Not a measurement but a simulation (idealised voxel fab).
The document below concerns the process module designated voxel tone inversion.
The figure presents cross-section cut, which has a width of 230 nm and is divided into square cells with an edge length of 5 nm.
When this document writes out a cross-section, it uses a grid of square cells and lists it as bands, beginning at the top and moving down, with a band standing for one or more rows of cells. Top, bottom (nm), then materials left to right with widths (nm); lone material tagged "full width" fills the whole band edge to edge; "air" = empty space. Height datum 0, below which the as-received substrate wafer is one material. Lowest band open at the bottom, running downward: "top 0, no bottom". Graded width ("30 to 40"): value in top row of band = first number; value in bottom row = second number; row-to-row change constant. What does "no modifications" mean for a step? It means no cell of the cross-section changed in that step. Any empty space of 8 cells or more lacking an open way to the top shows up in "Sealed void list" as width x height at distance, distance from the left edge, in nm. Step line, after settings: the simulator's comment on this step. overlay nm, on a step with a mask: how far to the right of its planned place the mask lay; to the left if negative.
Intended process steps
1) RECEIVE (material Si)
2) CONFORMAL_DEP (material SiN; thk nm 10)
3) DIRECTIONAL_DEP (material polySi; thk nm 15)
4) PATTERN (tone cover; mask id POSTS; material resist; width nm 20; pitch nm 35; thk nm 25; overlay nm 0)
5) DIRECTIONAL_ETCH (etch materials polySi; depth nm 15)
6) STRIP (etch materials resist)
7) FILL_DEP (material lowk; thk nm 5)
8) CMP (height nm 25)
9) STRIP (etch materials polySi)
10) CONFORMAL_DEP (material TiN; thk nm 5)
11) FILL_DEP (material W; thk nm 5)
12) CMP (height nm 25)
13) CONFORMAL_DEP (material SiN; thk nm 5)
Account of the first of two wafers, which was processed as intended
This is the cross-section of the wafer as we received it, i.e. after step 1
> top 0, no bottom: Si full width
> Sealed void list: none
Cross-section of the wafer after step 2
> top 10, bottom 0: SiN full width
> No changes below 0.
Cross-section of the wafer after step 3
> top 25, bottom 10: polySi full width
> No changes below 10.
Cross-section of the wafer after step 4
> top 50, bottom 25: air (85), then resist (20), then air (15), then resist (20), then air (90)
> No changes below 25.
Cross-section of the wafer after step 5
> top 50, bottom 25: air (85), then resist (20), then air (15), then resist (20), then air (90)
> top 25, bottom 10: air (85), then polySi (20), then air (15), then polySi (20), then air (90)
> No changes below 10.
Cross-section of the wafer after step 6
> top 25, bottom 10: air (85), then polySi (20), then air (15), then polySi (20), then air (90)
> No changes below 10.
Cross-section of the wafer after step 7
> top 30, bottom 25: lowk full width
> top 25, bottom 10: lowk (85), then polySi (20), then lowk (15), then polySi (20), then lowk (90)
> No changes below 10.
Cross-section of the wafer after step 8
> top 25, bottom 10: lowk (85), then polySi (20), then lowk (15), then polySi (20), then lowk (90)
> No changes below 10.
Cross-section of the wafer after step 9
> top 25, bottom 10: lowk (85), then air (20), then lowk (15), then air (20), then lowk (90)
> No changes below 10.
Cross-section of the wafer after step 10
> top 30, bottom 25: TiN (90), then air (10), then TiN (25), then air (10), then TiN (95)
> top 25, bottom 15: lowk (85), then TiN (5), then air (10), then TiN (5), then lowk (15), then TiN (5), then air (10), then TiN (5), then lowk (90)
> top 15, bottom 10: lowk (85), then TiN (20), then lowk (15), then TiN (20), then lowk (90)
> No changes below 10.
Cross-section of the wafer after step 11
> top 35, bottom 30: W full width
> top 30, bottom 25: TiN (90), then W (10), then TiN (25), then W (10), then TiN (95)
> top 25, bottom 15: lowk (85), then TiN (5), then W (10), then TiN (5), then lowk (15), then TiN (5), then W (10), then TiN (5), then lowk (90)
> No changes below 15.
Cross-section of the wafer after step 12
> top 25, bottom 15: lowk (85), then TiN (5), then W (10), then TiN (5), then lowk (15), then TiN (5), then W (10), then TiN (5), then lowk (90)
> No changes below 15.
Cross-section of the wafer after step 13
> top 30, bottom 25: SiN full width
> No changes below 25.
Wafer two. Same start, same plan, one slip in execution. Same as wafer one through step 1, inclusive
X-section, second wafer, when step 2 was due to finish
> top 15, bottom 0: polySi full width
> No changes below 0.
X-section, second wafer, when step 3 was due to finish
> top 25, bottom 15: SiN full width
> No changes below 15.
X-section, second wafer, when step 4 was due to finish
> top 50, bottom 25: air (85), then resist (20), then air (15), then resist (20), then air (90)
> No changes below 25.
X-section, second wafer, when step 5 was due to finish: no modifications
X-section, second wafer, when step 6 was due to finish
> top 25, bottom 15: SiN full width
> No changes below 15.
X-section, second wafer, when step 7 was due to finish
> top 30, bottom 25: lowk full width
> No changes below 25.
X-section, second wafer, when step 8 was due to finish
> top 25, bottom 15: SiN full width
> No changes below 15.
X-section, second wafer, when step 9 was due to finish: no modifications
X-section, second wafer, when step 10 was due to finish
> top 30, bottom 25: TiN full width
> No changes below 25.
X-section, second wafer, when step 11 was due to finish
> top 35, bottom 30: W full width
> No changes below 30.
X-section, second wafer, when step 12 was due to finish
> top 25, bottom 15: SiN full width
> No changes below 15.
X-section, second wafer, when step 13 was due to finish
> top 30, bottom 15: SiN full width
> No changes below 15.
Run error: steps 2 and 3 got flipped, so each one ran where the other should have
End check, counted in cells, second wafer has more or fewer of these materials than the first: -16 TiN, -8 W, -114 lowk, +138 polySi
